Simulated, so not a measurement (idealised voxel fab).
This section sets out a process module, namely voxel spacer lines.
The cross-section on display is named cut; it measures 220 nm wide, and its cells are 5 nm squares.
Square cells in a grid make up a cross-section in this document, and the grid is given as bands, listed from the top down, each one or more rows of cells.
The entry gives the band's vertical extent as a top height and a bottom height in nm, then its horizontal make-up as materials from left to right, each with a width in nm. "air" stands for empty space; a single material marked "throughout" fills the band edge to edge.
Below 0: as-received wafer, all one material; heights counted from there. Lowest band: no bottom, goes on down, written "0 -> down".
Per-row width for "30->40": begins at first number (top row of band), ends at second number (bottom row), increment between rows held constant.
Any step labelled "no alterations made" changed none of the cells in the cross-section.
Closed empty spaces (no open way to the top) of 8 cells or more are what "Enclosed cavity list" lists, each as width x height at distance from the left edge, nm for all three.
Text after the settings on a step's line: the simulator's own remark on that step.
"overlay nm" on a masked step: distance the mask lay right of its planned place, negative for left.

The planned process steps are enumerated hereunder:
1. RECEIVE,material Si
2. CONFORMAL_DEP,material Al2O3,thk nm 5
3. DIRECTIONAL_DEP,material W,thk nm 10
4. DIRECTIONAL_DEP,material aC,thk nm 20
5. PATTERN,tone cover,mask id MANDREL,material resist,width nm 15,pitch nm 60,thk nm 30,overlay nm 0
6. DIRECTIONAL_ETCH,etch materials aC,depth nm 20
7. STRIP,etch materials resist
8. CONFORMAL_DEP,material SiO2,thk nm 15
9. DIRECTIONAL_ETCH,etch materials SiO2,depth nm 15
10. STRIP,etch materials aC
11. DIRECTIONAL_ETCH,etch materials W,depth nm 10
12. STRIP,etch materials SiO2
13. FILL_DEP,material SiO2,thk nm 10
14. CMP,height nm 15

Cross-section of the wafer upon arrival, representing the state reached after step 1:
> 0 -> down = Si throughout
> Enclosed cavity list: none

End-of-module XS, first of two wafers, run as planned:
> 15 -> 5 = SiO2: 55; W: 15; SiO2: 15; W: 15; SiO2: 15; W: 15; SiO2: 15; W: 15; SiO2: 60
> 5 -> 0 = Al2O3 throughout
> 0 -> down = Si throughout
> Enclosed cavity list: none

Here is the second of the two wafers cut open at the end of the module - same start, same plan as the first one, but we made one mistake running it:
> 15 -> 10 = SiO2 throughout
> 10 -> 0 = SiO2: 55; W: 15; SiO2: 15; W: 15; SiO2: 15; W: 15; SiO2: 15; W: 15; SiO2: 60
> 0 -> down = Si throughout
> Enclosed cavity list: none
Heads up, the wafer didn't run the way we planned it: step 2 of the plan was excluded from execution and never run
The second wafer ends with more or fewer cells of some materials than the first, per final count: -44 Al2O3; +44 SiO2
